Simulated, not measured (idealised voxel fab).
Process module name: voxel wiring stack
We display cut, a cross-section 200 nm in width whose square cells are each 5 nm.
Bands, listed from the top down, are how a cross-section gets written in this document; the cross-section itself is a grid of square cells, and a band is one or more rows of them. Per band: top height and bottom height in nm, followed by the left-to-right materials and their widths in nm; "full width" marks a single material spanning edge to edge, "air" marks empty space. We count height from 0. Below that, the starting wafer is all one material. The lowest band never ends at the bottom but goes on down; see "z 0 and below" for how that is written. Width "30..40": first value at the band's top row of cells, second value at its bottom row, equal change from row to row. It should be understood that the words "no alterations made", when stated for a given step, signify that the cross-section underwent no change in any of its cells during that step. For the entry "Trapped void list", the listed items are empty spaces with no open way to the top whose size is 8 cells or more; each item follows the pattern width x height at distance, where distance is from the left edge and all three are in nm. On each step's line, the part that comes after the settings is the simulator's own comment on the step. What "overlay nm" on a step's line means: if the step has a mask, that mask lay this far to the right of its planned place, or, when the value is negative, to the left.
# The following list gives the planned process steps
step 1: RECEIVE,material Si
step 2: CONFORMAL_DEP,material SiO2,thk nm 15
step 3: DIRECTIONAL_DEP,material TiN,thk nm 5
step 4: DIRECTIONAL_DEP,material Ru,thk nm 15
step 5: MASKED_ETCH,tone cover,mask id METAL_1,width nm 30,pitch nm 60,etch materials Ru,depth nm 15,overlay nm 0
step 6: MASKED_ETCH,tone cover,mask id METAL_1,width nm 30,pitch nm 60,etch materials TiN,depth nm 5,overlay nm 0
step 7: FILL_DEP,material lowk,thk nm 5
step 8: CMP,height nm 35
step 9: CONFORMAL_DEP,material SiCN,thk nm 5
step 10: DIRECTIONAL_DEP,material lowk,thk nm 20
step 11: PATTERN,tone open,mask id PLUG_1,material resist,width nm 15,pitch nm 60,thk nm 15,overlay nm 0
step 12: DIRECTIONAL_ETCH,etch materials lowk,depth nm 20
step 13: DIRECTIONAL_ETCH,etch materials SiCN,depth nm 5
step 14: STRIP,etch materials resist
step 15: CONFORMAL_DEP,material TiN,thk nm 5
step 16: FILL_DEP,material Cu,thk nm 5
step 17: CMP,height nm 60
step 18: DIRECTIONAL_DEP,material TiN,thk nm 5
step 19: DIRECTIONAL_DEP,material W,thk nm 15
step 20: PATTERN,tone cover,mask id METAL_2,material resist,width nm 30,pitch nm 60,thk nm 20,overlay nm 0
step 21: DIRECTIONAL_ETCH,etch materials W,depth nm 15
step 22: DIRECTIONAL_ETCH,etch materials TiN,depth nm 5
step 23: STRIP,etch materials resist
step 24: CONFORMAL_DEP,material SiCN,thk nm 5
step 25: FILL_DEP,material lowk,thk nm 10
step 26: CMP,height nm 80
step 27: CONFORMAL_DEP,material SiCN,thk nm 5
step 28: DIRECTIONAL_DEP,material SiO2,thk nm 20
step 29: MASKED_ETCH,tone open,mask id PLUG_2,width nm 15,pitch nm 60,etch materials SiO2,depth nm 20,overlay nm 0
step 30: MASKED_ETCH,tone open,mask id PLUG_2,width nm 15,pitch nm 60,etch materials SiCN,depth nm 5,overlay nm 0
step 31: EPI,material Ru,thk nm 10
step 32: EPI,material Ru,thk nm 10
step 33: EPI,material Ru,thk nm 5
step 34: DIRECTIONAL_DEP,material TiN,thk nm 5
step 35: DIRECTIONAL_DEP,material W,thk nm 25
step 36: MASKED_ETCH,tone cover,mask id METAL_3,width nm 30,pitch nm 60,etch materials W,depth nm 25,overlay nm 0
step 37: MASKED_ETCH,tone cover,mask id METAL_3,width nm 30,pitch nm 60,etch materials TiN,depth nm 5,overlay nm 0
step 38: CONFORMAL_DEP,material SiN,thk nm 5
step 39: FILL_DEP,material lowk,thk nm 10
step 40: CMP,height nm 135
step 41: CONFORMAL_DEP,material SiN,thk nm 5
# Wafer as received: cross-section following step 1
  z 0 and below | Si full width
  Trapped void list: none
# The plan above was carried out on the starting structure above with one mistake, and this cross-section shows the wafer at the end of the module
  z 140 to 135 | SiN full width
  z 135 to 110 | 50 nm lowk; 5 nm SiN; 30 nm W; 5 nm SiN; 20 nm lowk; 5 nm SiN; 30 nm W; 5 nm SiN; 50 nm lowk
  z 110 to 105 | 30 nm lowk; 25 nm SiN; 30 nm TiN; 30 nm SiN; 30 nm TiN; 10 nm SiN; 45 nm lowk
  z 105 to 90 | 30 nm lowk; 5 nm SiN; 55 nm Ru; 5 nm SiN; 55 nm Ru; 5 nm SiN; 45 nm lowk
  z 90 to 85 | 35 nm SiN; 55 nm Ru; 5 nm SiN; 55 nm Ru; 50 nm SiN
  z 85 to 80 | 55 nm SiCN; 15 nm Ru; 45 nm SiCN; 15 nm Ru; 70 nm SiCN
  z 80 to 65 | 50 nm lowk; 5 nm SiCN; 30 nm W; 5 nm SiCN; 20 nm lowk; 5 nm SiCN; 30 nm W; 5 nm SiCN; 50 nm lowk
  z 65 to 60 | 55 nm SiCN; 30 nm TiN; 30 nm SiCN; 30 nm TiN; 55 nm SiCN
  z 60 to 40 | 55 nm lowk; 5 nm TiN; 5 nm Cu; 5 nm TiN; 45 nm lowk; 5 nm TiN; 5 nm Cu; 5 nm TiN; 70 nm lowk
  z 40 to 35 | 55 nm SiCN; 15 nm TiN; 45 nm SiCN; 15 nm TiN; 70 nm SiCN
  z 35 to 20 | 55 nm lowk; 30 nm Ru; 30 nm lowk; 30 nm Ru; 55 nm lowk
  z 20 to 15 | 55 nm lowk; 30 nm TiN; 30 nm lowk; 30 nm TiN; 55 nm lowk
  z 15 to 0 | SiO2 full width
  z 0 and below | Si full width
  Trapped void list: none
what went wrong: step 28 of the plan was omitted and not executed
